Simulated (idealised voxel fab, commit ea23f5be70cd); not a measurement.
Proc. module: voxel self aligned contacts
Xsec cut, 260 nm wide, square cell size 5 nm.
Square cells in a grid make up a cross-section in this document, and the grid is given as bands, listed from the top down, each one or more rows of cells.
This entry defines a band. It first specifies the height of the band's top and the height of its bottom in nm, and then specifies the band's materials from left to right, stating each material with its width in nm. The word "full width" identifies a single material that fills the band from edge to edge, while the word "empty" identifies empty space.
Measure heights from 0. That's the level where, below it, the as-received wafer is all one material. The lowest band is bottomless and extends downward; write it as in "0 nm and below".
So if you see something like "30 to 40" for the width, read it as the top row of the band sitting at the first number and the bottom row at the second, with every row in between moving by the same amount as the last.
"all unchanged" after a step means that no cell of the cross-section changed.
Closed-off voids of 8+ cells (no open route to the top) go in "closed voids", written width x height at distance from the left edge, in nm.
Whatever follows a step's settings on its line is a remark the simulator itself makes about that step.
Steps that use a mask can have "overlay nm" on their line. It says how far the mask sat to the right of where it was meant to be. Negative means to the left.

### List of planned process steps
| 1 | RECEIVE, material Si |
| 2 | CONFORMAL_DEP, material SiO2, thk nm 5 |
| 3 | DIRECTIONAL_DEP, material polySi, thk nm 30 |
| 4 | DIRECTIONAL_DEP, material SiN, thk nm 20 |
| 5 | DIRECTIONAL_DEP, material aC, thk nm 15 |
| 6 | PATTERN, tone cover, mask id GATE, material resist, width nm 25, pitch nm 55, thk nm 35, overlay nm 0 |
| 7 | DIRECTIONAL_ETCH, etch materials aC, depth nm 15 |
| 8 | STRIP, etch materials resist |
| 9 | DIRECTIONAL_ETCH, etch materials SiN, depth nm 20 |
| 10 | DIRECTIONAL_ETCH, etch materials polySi, depth nm 30 |
| 11 | STRIP, etch materials aC |
| 12 | CONFORMAL_DEP, material SiN, thk nm 5 |
| 13 | DIRECTIONAL_ETCH, etch materials SiN, depth nm 5 |
| 14 | FILL_DEP, material SiO2, thk nm 20 |
| 15 | CMP, height nm 65 |
| 16 | DIRECTIONAL_DEP, material aC, thk nm 10 |
| 17 | PATTERN, tone open, mask id CONTACT, material resist, width nm 40, thk nm 25, overlay nm 0 |
| 18 | DIRECTIONAL_ETCH, etch materials aC, depth nm 10 |
| 19 | STRIP, etch materials resist |
| 20 | DIRECTIONAL_ETCH, etch materials SiO2, depth nm 65 |
| 21 | STRIP, etch materials aC |
| 22 | CONFORMAL_DEP, material TiN, thk nm 5 |
| 23 | FILL_DEP, material W, thk nm 5 |
| 24 | CMP, height nm 65 |
| 25 | CONFORMAL_DEP, material SiCN, thk nm 5 |

### Wafer cross-section on receipt, i.e. after step 1
    0 nm and below | Si full width
    closed voids: none

### End-of-module XS, first of two wafers, run as planned
    70 nm to 65 nm | SiCN full width
    65 nm to 55 nm | 110 of SiO2; 5 to 15 of TiN; 30 to 10 of W; 5 to 15 of TiN; 110 of SiO2
    55 nm to 35 nm | 85 of SiO2; 35 of SiN; 5 of TiN; 10 of W; 5 of TiN; 35 of SiN; 85 of SiO2
    35 nm to 5 nm | 85 of SiO2; 5 of SiN; 25 of polySi; 5 of SiN; 5 of TiN; 10 of W; 5 of TiN; 5 of SiN; 25 of polySi; 5 of SiN; 85 of SiO2
    5 nm to 0 nm | 120 of SiO2; 20 of TiN; 120 of SiO2
    0 nm and below | Si full width
    closed voids: none

### Second wafer of the two, sectioned at the end of the module. It began like the first and followed the same plan, but one mistake was made while running it
    70 nm to 65 nm | SiCN full width
    65 nm to 40 nm | 85 of SiO2; 5 of SiN; 25 of polySi; 5 of SiN; 5 of TiN; 10 of W; 5 of TiN; 5 of SiN; 25 of polySi; 5 of SiN; 85 of SiO2
    40 nm to 35 nm | 85 of SiO2; 5 of SiN; 25 of polySi; 5 of SiN; 20 of TiN; 5 of SiN; 25 of polySi; 5 of SiN; 85 of SiO2
    35 nm to 5 nm | polySi full width
    5 nm to 0 nm | SiO2 full width
    0 nm and below | Si full width
    closed voids: none
Finding, execution versus plan: step 3 of the plan was carried out twice
At the finish, the second wafer shows more or fewer cells for some materials than the first does: SiN -56 | SiO2 -220 | TiN -18 | W -18 | polySi +312
